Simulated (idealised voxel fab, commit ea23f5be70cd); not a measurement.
process module | voxel double patterning
We display cut, a cross-section 245 nm in width whose square cells are each 5 nm.
We lay out every cross-section as a grid of square cells and spell it out in bands from the top down, where one band means one or more rows of cells.
In this notation a band is specified by the heights of its top and bottom, in that order and in nm, after which its materials appear from left to right, each paired with its width in nm. The word "throughout" attached to a single material means that material fills the band from edge to edge; the word "empty" stands for empty space.
Zero point of the height axis is 0; under it, received wafer = one material. Lowest band: continues down indefinitely, "0 -> down".
So if you see something like "30 to 40" for the width, read it as the top row of the band sitting at the first number and the bottom row at the second, with every row in between moving by the same amount as the last.
No cell of the cross-section changed in a step that is given as "nothing different".
Closed empty spaces (no open way to the top) of 8 cells or more are what "Enclosed internal cavities" lists, each as width x height at distance from the left edge, nm for all three.
after a step's settings: what the simulator itself notes on the step
Each step line may optionally specify "overlay nm", which for a step with a mask gives the rightward distance between the mask's planned place and where it lay, a negative value indicating the leftward direction.
**List of planned process steps**
- 1: RECEIVE, material Si
- 2: CONFORMAL_DEP, material SiO2, thk nm 10
- 3: DIRECTIONAL_DEP, material W, thk nm 10
- 4: DIRECTIONAL_DEP, material SiN, thk nm 10
- 5: DIRECTIONAL_DEP, material aC, thk nm 10
- 6: PATTERN, tone open, mask id FIRST, material resist, width nm 15, pitch nm 50, thk nm 25, overlay nm 0
- 7: DIRECTIONAL_ETCH, etch materials aC, depth nm 10
- 8: STRIP, etch materials resist
- 9: DIRECTIONAL_ETCH, etch materials SiN, depth nm 10
- 10: STRIP, etch materials aC
- 11: MASKED_ETCH, tone open, mask id SECOND, width nm 15, etch materials SiN, depth nm 10, overlay nm 0
- 12: DIRECTIONAL_ETCH, etch materials W, depth nm 10
- 13: STRIP, etch materials SiN
**Cross-section of the incoming wafer, state after step 1**
- 0 -> down  Si throughout
- Enclosed internal cavities: none
**Wafer cross-section at end of module: start and plan as shown above, one execution error**
- 20 -> 10  SiO2 throughout
- 10 -> 0  W throughout
- 0 -> down  Si throughout
- Enclosed internal cavities: none
Want to know what went wrong? steps 2 and 3 of the plan were each performed in the slot designated for the other
